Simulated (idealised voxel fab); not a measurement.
Process module, titled voxel gate over fins
In the cross-section labelled cut, the width is 240 nm and each square cell is 5 nm.
Cross-section format: a grid of square cells, given as bands from top to bottom; each band is one or more rows of cells.
Heads up on the band format: heights come first, top then bottom, in nm. After that it's the materials left to right, each with its width in nm. A single material flagged "edge to edge" fills the whole band edge to edge, and "blank" means there's empty space there.
Beneath 0, the wafer as received is one material, and that level is where height counting begins. The lowest band goes on downward without a bottom; it is written like "0..down".
A two-number width, for instance "30->40", indicates that the width is equal to the first number in the top row of the band and to the second number in the bottom row, and that it changes by a constant amount per row of cells.
When a step is marked "no change occurred", none of the cells in the cross-section changed during that step.
The entry titled "Cavities, closed" provides the empty spaces that have no open way to the top, restricted to those of 8 cells or more. Each is presented as width x height at distance, the distance being measured from the left edge, with all three in nm.
Whatever follows a step's settings on its line is a remark the simulator itself makes about that step.
What "overlay nm" on a step's line means: if the step has a mask, that mask lay this far to the right of its planned place, or, when the value is negative, to the left.
**Process steps - plan**
step 1: RECEIVE, material Si
step 2: CONFORMAL_DEP, material SiN, thk nm 5
step 3: MASKED_ETCH, tone cover, mask id FINS, width nm 15, pitch nm 40, etch materials SiN, depth nm 5, overlay nm 0
step 4: MASKED_ETCH, tone cover, mask id FINS, width nm 15, pitch nm 40, etch materials Si, depth nm 40, overlay nm 0
step 5: FILL_DEP, material SiO2, thk nm 10
step 6: CMP, height nm 5
step 7: SELECTIVE_ETCH, etch materials SiO2, depth nm 20
step 8: STRIP, etch materials SiN
step 9: CONFORMAL_DEP, material HfO2, thk nm 5
step 10: CONFORMAL_DEP, material TiN, thk nm 5
step 11: CONFORMAL_DEP, material TiAl, thk nm 5
step 12: CONFORMAL_DEP, material TiN, thk nm 5
step 13: FILL_DEP, material W, thk nm 10
step 14: CMP, height nm 25
step 15: CONFORMAL_DEP, material SiN, thk nm 5
**Below: the first of two wafers, run as planned**
**Cross-section: wafer on arrival = after step 1**
* 0..down | Si edge to edge
* Cavities, closed: none
**Cross-section: wafer state after step 2**
* 5..0 | SiN edge to edge
* Below 0, the layers are the same as they were.
**Cross-section: wafer state after step 3**
* 5..0 | blank (50), SiN (15), blank (25), SiN (15), blank (25), SiN (15), blank (25), SiN (15), blank (55)
* Below 0, the layers are the same as they were.
**Cross-section: wafer state after step 4**
* 5..0 | blank (50), SiN (15), blank (25), SiN (15), blank (25), SiN (15), blank (25), SiN (15), blank (55)
* 0..-40 | blank (50), Si (15), blank (25), Si (15), blank (25), Si (15), blank (25), Si (15), blank (55)
* Below -40, the layers are the same as they were.
**Cross-section: wafer state after step 5**
* 15..5 | SiO2 edge to edge
* 5..0 | SiO2 (50), SiN (15), SiO2 (25), SiN (15), SiO2 (25), SiN (15), SiO2 (25), SiN (15), SiO2 (55)
* 0..-40 | SiO2 (50), Si (15), SiO2 (25), Si (15), SiO2 (25), Si (15), SiO2 (25), Si (15), SiO2 (55)
* Below -40, the layers are the same as they were.
**Cross-section: wafer state after step 6**
* 5..0 | SiO2 (50), SiN (15), SiO2 (25), SiN (15), SiO2 (25), SiN (15), SiO2 (25), SiN (15), SiO2 (55)
* Below 0, the layers are the same as they were.
**Cross-section: wafer state after step 7**
* 5..0 | blank (50), SiN (15), blank (25), SiN (15), blank (25), SiN (15), blank (25), SiN (15), blank (55)
* 0..-15 | blank (50), Si (15), blank (25), Si (15), blank (25), Si (15), blank (25), Si (15), blank (55)
* Below -15, the layers are the same as they were.
**Cross-section: wafer state after step 8**
* 0..-15 | blank (50), Si (15), blank (25), Si (15), blank (25), Si (15), blank (25), Si (15), blank (55)
* Below -15, the layers are the same as they were.
**Cross-section: wafer state after step 9**
* 5..0 | blank (45), HfO2 (25), blank (15), HfO2 (25), blank (15), HfO2 (25), blank (15), HfO2 (25), blank (50)
* 0..-10 | blank (45), HfO2 (5), Si (15), HfO2 (5), blank (15), HfO2 (5), Si (15), HfO2 (5), blank (15), HfO2 (5), Si (15), HfO2 (5), blank (15), HfO2 (5), Si (15), HfO2 (5), blank (50)
* -10..-15 | HfO2 (50), Si (15), HfO2 (25), Si (15), HfO2 (25), Si (15), HfO2 (25), Si (15), HfO2 (55)
* Below -15, the layers are the same as they were.
**Cross-section: wafer state after step 10**
* 10..5 | blank (40), TiN (35), blank (5), TiN (35), blank (5), TiN (35), blank (5), TiN (35), blank (45)
* 5..0 | blank (40), TiN (5), HfO2 (25), TiN (5), blank (5), TiN (5), HfO2 (25), TiN (5), blank (5), TiN (5), HfO2 (25), TiN (5), blank (5), TiN (5), HfO2 (25), TiN (5), blank (45)
* 0..-5 | blank (40), TiN (5), HfO2 (5), Si (15), HfO2 (5), TiN (5), blank (5), TiN (5), HfO2 (5), Si (15), HfO2 (5), TiN (5), blank (5), TiN (5), HfO2 (5), Si (15), HfO2 (5), TiN (5), blank (5), TiN (5), HfO2 (5), Si (15), HfO2 (5), TiN (5), blank (45)
* -5..-10 | TiN (45), HfO2 (5), Si (15), HfO2 (5), TiN (15), HfO2 (5), Si (15), HfO2 (5), TiN (15), HfO2 (5), Si (15), HfO2 (5), TiN (15), HfO2 (5), Si (15), HfO2 (5), TiN (50)
* Below -10, the layers are the same as they were.
**Cross-section: wafer state after step 11**
* 15..10 | blank (35), TiAl (165), blank (40)
* 10..5 | blank (35), TiAl (5), TiN (35), TiAl (5), TiN (35), TiAl (5), TiN (35), TiAl (5), TiN (35), TiAl (5), blank (40)
* 5..0 | blank (35), TiAl (5), TiN (5), HfO2 (25), TiN (5), TiAl (5), TiN (5), HfO2 (25), TiN (5), TiAl (5), TiN (5), HfO2 (25), TiN (5), TiAl (5), TiN (5), HfO2 (25), TiN (5), TiAl (5), blank (40)
* 0..-5 | TiAl (40), TiN (5), HfO2 (5), Si (15), HfO2 (5), TiN (5), TiAl (5), TiN (5), HfO2 (5), Si (15), HfO2 (5), TiN (5), TiAl (5), TiN (5), HfO2 (5), Si (15), HfO2 (5), TiN (5), TiAl (5), TiN (5), HfO2 (5), Si (15), HfO2 (5), TiN (5), TiAl (45)
* Below -5, the layers are the same as they were.
**Cross-section: wafer state after step 12**
* 20..15 | blank (30), TiN (175), blank (35)
* 15..10 | blank (30), TiN (5), TiAl (165), TiN (5), blank (35)
* 10..5 | blank (30), TiN (5), TiAl (5), TiN (35), TiAl (5), TiN (35), TiAl (5), TiN (35), TiAl (5), TiN (35), TiAl (5), TiN (5), blank (35)
* 5..0 | TiN (35), TiAl (5), TiN (5), HfO2 (25), TiN (5), TiAl (5), TiN (5), HfO2 (25), TiN (5), TiAl (5), TiN (5), HfO2 (25), TiN (5), TiAl (5), TiN (5), HfO2 (25), TiN (5), TiAl (5), TiN (40)
* Below 0, the layers are the same as they were.
**Cross-section: wafer state after step 13**
* 30..20 | W edge to edge
* 20..15 | W (30), TiN (175), W (35)
* 15..10 | W (30), TiN (5), TiAl (165), TiN (5), W (35)
* 10..5 | W (30), TiN (5), TiAl (5), TiN (35), TiAl (5), TiN (35), TiAl (5), TiN (35), TiAl (5), TiN (35), TiAl (5), TiN (5), W (35)
* Below 5, the layers are the same as they were.
**Cross-section: wafer state after step 14**
* 25..20 | W edge to edge
* Below 20, the layers are the same as they were.
**Cross-section: wafer state after step 15**
* 30..25 | SiN edge to edge
* Below 25, the layers are the same as they were.
**The Second Wafer: Common Origin and Plan, One Mistake in Execution, Identical to the First Through Step 8**
Second wafer, section view, time point: scheduled end of step 9: no change occurred
**Second wafer, section view, time point: scheduled end of step 10**
* 5..0 | blank (45), TiN (25), blank (15), TiN (25), blank (15), TiN (25), blank (15), TiN (25), blank (50)
* 0..-10 | blank (45), TiN (5), Si (15), TiN (5), blank (15), TiN (5), Si (15), TiN (5), blank (15), TiN (5), Si (15), TiN (5), blank (15), TiN (5), Si (15), TiN (5), blank (50)
* -10..-15 | TiN (50), Si (15), TiN (25), Si (15), TiN (25), Si (15), TiN (25), Si (15), TiN (55)
* Below -15, the layers are the same as they were.
**Second wafer, section view, time point: scheduled end of step 11**
* 10..5 | blank (40), TiAl (35), blank (5), TiAl (35), blank (5), TiAl (35), blank (5), TiAl (35), blank (45)
* 5..0 | blank (40), TiAl (5), TiN (25), TiAl (5), blank (5), TiAl (5), TiN (25), TiAl (5), blank (5), TiAl (5), TiN (25), TiAl (5), blank (5), TiAl (5), TiN (25), TiAl (5), blank (45)
* 0..-5 | blank (40), TiAl (5), TiN (5), Si (15), TiN (5), TiAl (5), blank (5), TiAl (5), TiN (5), Si (15), TiN (5), TiAl (5), blank (5), TiAl (5), TiN (5), Si (15), TiN (5), TiAl (5), blank (5), TiAl (5), TiN (5), Si (15), TiN (5), TiAl (5), blank (45)
* -5..-10 | TiAl (45), TiN (5), Si (15), TiN (5), TiAl (15), TiN (5), Si (15), TiN (5), TiAl (15), TiN (5), Si (15), TiN (5), TiAl (15), TiN (5), Si (15), TiN (5), TiAl (50)
* Below -10, the layers are the same as they were.
**Second wafer, section view, time point: scheduled end of step 12**
* 15..10 | blank (35), TiN (165), blank (40)
* 10..5 | blank (35), TiN (5), TiAl (35), TiN (5), TiAl (35), TiN (5), TiAl (35), TiN (5), TiAl (35), TiN (5), blank (40)
* 5..0 | blank (35), TiN (5), TiAl (5), TiN (25), TiAl (5), TiN (5), TiAl (5), TiN (25), TiAl (5), TiN (5), TiAl (5), TiN (25), TiAl (5), TiN (5), TiAl (5), TiN (25), TiAl (5), TiN (5), blank (40)
* 0..-5 | TiN (40), TiAl (5), TiN (5), Si (15), TiN (5), TiAl (5), TiN (5), TiAl (5), TiN (5), Si (15), TiN (5), TiAl (5), TiN (5), TiAl (5), TiN (5), Si (15), TiN (5), TiAl (5), TiN (5), TiAl (5), TiN (5), Si (15), TiN (5), TiAl (5), TiN (45)
* Below -5, the layers are the same as they were.
**Second wafer, section view, time point: scheduled end of step 13**
* 25..15 | W edge to edge
* 15..10 | W (35), TiN (165), W (40)
* 10..5 | W (35), TiN (5), TiAl (35), TiN (5), TiAl (35), TiN (5), TiAl (35), TiN (5), TiAl (35), TiN (5), W (40)
* 5..0 | W (35), TiN (5), TiAl (5), TiN (25), TiAl (5), TiN (5), TiAl (5), TiN (25), TiAl (5), TiN (5), TiAl (5), TiN (25), TiAl (5), TiN (5), TiAl (5), TiN (25), TiAl (5), TiN (5), W (40)
* Below 0, the layers are the same as they were.
Second wafer, section view, time point: scheduled end of step 14: no change occurred
**Second wafer, section view, time point: scheduled end of step 15**
* 30..25 | SiN edge to edge
* Below 25, the layers are the same as they were.
Deviation from plan: the run left out plan step 9 entirely, so it was never executed
At the finish, the second wafer shows more or fewer cells for some materials than the first does: HfO2: 72 fewer; TiAl: 9 more; TiN: 9 more; W: 54 more
